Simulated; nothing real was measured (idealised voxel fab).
process module | voxel self aligned vias
cross-section cut | 275 nm wide | cells 5 nm
A cross-section is a grid of square cells, given in bands from the top down. A band is one or more rows of cells.
Each band's line starts with the height of the band's top and of its bottom, in nm. Then come its materials from left to right, each with its width in nm. One material with "throughout" fills the band from edge to edge. "air" is empty space.
Height 0 is the level under which the wafer as received is all one material. The lowest band goes on downwards, as in "0 down".
A width such as "30 to 40" changes by the same amount from each row of cells to the next, from the band's top row to its bottom row.
"no change" after a step means that no cell of the cross-section changed.
closed voids: empty space of 8 cells or more with no open way to the top, each as width x height at its distance from the left edge, in nm
after a step's settings: what the simulator itself notes on the step
overlay nm, on a step with a mask: how far to the right of its planned place the mask lay; to the left if negative
plan
1 op RECEIVE | material Si
2 op CONFORMAL_DEP | material SiO2 | thk nm 15
3 op CONFORMAL_DEP | material SiCN | thk nm 5
4 op DIRECTIONAL_DEP | material SiO2 | thk nm 20
5 op PATTERN | tone open | mask id LINES | material resist | width nm 20 | pitch nm 70 | thk nm 15 | overlay nm 0
6 op DIRECTIONAL_ETCH | etch materials SiO2 | depth nm 20
7 op STRIP | etch materials resist
8 op CONFORMAL_DEP | material TiN | thk nm 5
9 op FILL_DEP | material W | thk nm 5
10 op CMP | height nm 40
11 op SELECTIVE_ETCH | etch materials W Ru TiN | depth nm 5
12 op FILL_DEP | material SiN | thk nm 5
13 op CMP | height nm 40
14 op DIRECTIONAL_DEP | material SiO2 | thk nm 15
15 op PATTERN | tone open | mask id VIAS | material resist | width nm 40 | pitch nm 140 | thk nm 15 | overlay nm 0
16 op DIRECTIONAL_ETCH | etch materials SiO2 | depth nm 15
17 op DIRECTIONAL_ETCH | etch materials SiN | depth nm 5
18 op STRIP | etch materials resist
19 op CONFORMAL_DEP | material TiN | thk nm 5
20 op FILL_DEP | material Cu | thk nm 10
21 op CMP | height nm 55
22 op CONFORMAL_DEP | material SiN | thk nm 5
first wafer, as planned
as received, after step 1
  0 down: Si throughout
  closed voids: none
after step 2
  15 to 0: SiO2 throughout
  below 0: unchanged
after step 3
  20 to 15: SiCN throughout
  below 15: unchanged
after step 4
  40 to 20: SiO2 throughout
  below 20: unchanged
after step 5
  55 to 40: resist 55 | air 20 | resist 50 | air 20 | resist 50 | air 20 | resist 60
  below 40: unchanged
after step 6
  55 to 40: resist 55 | air 20 | resist 50 | air 20 | resist 50 | air 20 | resist 60
  40 to 20: SiO2 55 | air 20 | SiO2 50 | air 20 | SiO2 50 | air 20 | SiO2 60
  below 20: unchanged
after step 7
  40 to 20: SiO2 55 | air 20 | SiO2 50 | air 20 | SiO2 50 | air 20 | SiO2 60
  below 20: unchanged
after step 8
  45 to 40: TiN 60 | air 10 | TiN 60 | air 10 | TiN 60 | air 10 | TiN 65
  40 to 25: SiO2 55 | TiN 5 | air 10 | TiN 5 | SiO2 50 | TiN 5 | air 10 | TiN 5 | SiO2 50 | TiN 5 | air 10 | TiN 5 | SiO2 60
  25 to 20: SiO2 55 | TiN 20 | SiO2 50 | TiN 20 | SiO2 50 | TiN 20 | SiO2 60
  below 20: unchanged
after step 9
  50 to 45: W throughout
  45 to 40: TiN 60 | W 10 | TiN 60 | W 10 | TiN 60 | W 10 | TiN 65
  40 to 25: SiO2 55 | TiN 5 | W 10 | TiN 5 | SiO2 50 | TiN 5 | W 10 | TiN 5 | SiO2 50 | TiN 5 | W 10 | TiN 5 | SiO2 60
  below 25: unchanged
after step 10
  40 to 25: SiO2 55 | TiN 5 | W 10 | TiN 5 | SiO2 50 | TiN 5 | W 10 | TiN 5 | SiO2 50 | TiN 5 | W 10 | TiN 5 | SiO2 60
  below 25: unchanged
after step 11
  40 to 35: SiO2 55 | air 20 | SiO2 50 | air 20 | SiO2 50 | air 20 | SiO2 60
  below 35: unchanged
after step 12
  45 to 40: SiN throughout
  40 to 35: SiO2 55 | SiN 20 | SiO2 50 | SiN 20 | SiO2 50 | SiN 20 | SiO2 60
  below 35: unchanged
after step 13
  40 to 35: SiO2 55 | SiN 20 | SiO2 50 | SiN 20 | SiO2 50 | SiN 20 | SiO2 60
  below 35: unchanged
after step 14
  55 to 40: SiO2 throughout
  below 40: unchanged
after step 15
  70 to 55: resist 45 | air 40 | resist 100 | air 40 | resist 50
  below 55: unchanged
after step 16
  70 to 55: resist 45 | air 40 | resist 100 | air 40 | resist 50
  55 to 40: SiO2 45 | air 40 | SiO2 100 | air 40 | SiO2 50
  below 40: unchanged
after step 17
  70 to 55: resist 45 | air 40 | resist 100 | air 40 | resist 50
  55 to 40: SiO2 45 | air 40 | SiO2 100 | air 40 | SiO2 50
  40 to 35: SiO2 55 | air 20 | SiO2 50 | SiN 20 | SiO2 50 | air 20 | SiO2 60
  below 35: unchanged
after step 18
  55 to 40: SiO2 45 | air 40 | SiO2 100 | air 40 | SiO2 50
  below 40: unchanged
after step 19
  60 to 55: TiN 50 | air 30 | TiN 110 | air 30 | TiN 55
  55 to 45: SiO2 45 | TiN 5 | air 30 | TiN 5 | SiO2 100 | TiN 5 | air 30 | TiN 5 | SiO2 50
  45 to 40: SiO2 45 | TiN 15 | air 10 | TiN 15 | SiO2 100 | TiN 15 | air 10 | TiN 15 | SiO2 50
  40 to 35: SiO2 55 | TiN 20 | SiO2 50 | SiN 20 | SiO2 50 | TiN 20 | SiO2 60
  below 35: unchanged
after step 20
  70 to 60: Cu throughout
  60 to 55: TiN 50 | Cu 30 | TiN 110 | Cu 30 | TiN 55
  55 to 45: SiO2 45 | TiN 5 | Cu 30 | TiN 5 | SiO2 100 | TiN 5 | Cu 30 | TiN 5 | SiO2 50
  45 to 40: SiO2 45 | TiN 15 | Cu 10 | TiN 15 | SiO2 100 | TiN 15 | Cu 10 | TiN 15 | SiO2 50
  below 40: unchanged
after step 21
  55 to 45: SiO2 45 | TiN 5 | Cu 30 | TiN 5 | SiO2 100 | TiN 5 | Cu 30 | TiN 5 | SiO2 50
  below 45: unchanged
after step 22
  60 to 55: SiN throughout
  below 55: unchanged
second wafer: like start, like plan, one mistake. Through step 14 it matches the first wafer
when step 15 should have ended
  70 to 55: resist 35 | air 40 | resist 100 | air 40 | resist 60
  below 55: unchanged
when step 16 should have ended
  70 to 55: resist 35 | air 40 | resist 100 | air 40 | resist 60
  55 to 40: SiO2 35 | air 40 | SiO2 100 | air 40 | SiO2 60
  below 40: unchanged
when step 17 should have ended
  70 to 55: resist 35 | air 40 | resist 100 | air 40 | resist 60
  55 to 40: SiO2 35 | air 40 | SiO2 100 | air 40 | SiO2 60
  40 to 35: SiO2 55 | air 20 | SiO2 50 | SiN 20 | SiO2 50 | air 20 | SiO2 60
  below 35: unchanged
when step 18 should have ended
  55 to 40: SiO2 35 | air 40 | SiO2 100 | air 40 | SiO2 60
  below 40: unchanged
when step 19 should have ended
  60 to 55: TiN 40 | air 30 | TiN 110 | air 30 | TiN 65
  55 to 45: SiO2 35 | TiN 5 | air 30 | TiN 5 | SiO2 100 | TiN 5 | air 30 | TiN 5 | SiO2 60
  45 to 40: SiO2 35 | TiN 25 | air 10 | TiN 5 | SiO2 100 | TiN 25 | air 10 | TiN 5 | SiO2 60
  40 to 35: SiO2 55 | TiN 20 | SiO2 50 | SiN 20 | SiO2 50 | TiN 20 | SiO2 60
  below 35: unchanged
when step 20 should have ended
  70 to 60: Cu throughout
  60 to 55: TiN 40 | Cu 30 | TiN 110 | Cu 30 | TiN 65
  55 to 45: SiO2 35 | TiN 5 | Cu 30 | TiN 5 | SiO2 100 | TiN 5 | Cu 30 | TiN 5 | SiO2 60
  45 to 40: SiO2 35 | TiN 25 | Cu 10 | TiN 5 | SiO2 100 | TiN 25 | Cu 10 | TiN 5 | SiO2 60
  below 40: unchanged
when step 21 should have ended
  55 to 45: SiO2 35 | TiN 5 | Cu 30 | TiN 5 | SiO2 100 | TiN 5 | Cu 30 | TiN 5 | SiO2 60
  below 45: unchanged
when step 22 should have ended
  60 to 55: SiN throughout
  below 55: unchanged
what went wrong: step 15 ran as: op PATTERN | tone open | mask id VIAS | material resist | width nm 40 | pitch nm 140 | thk nm 15 | overlay nm -10
at the end the second wafer has, in cells: as many of each material as the first, in other places
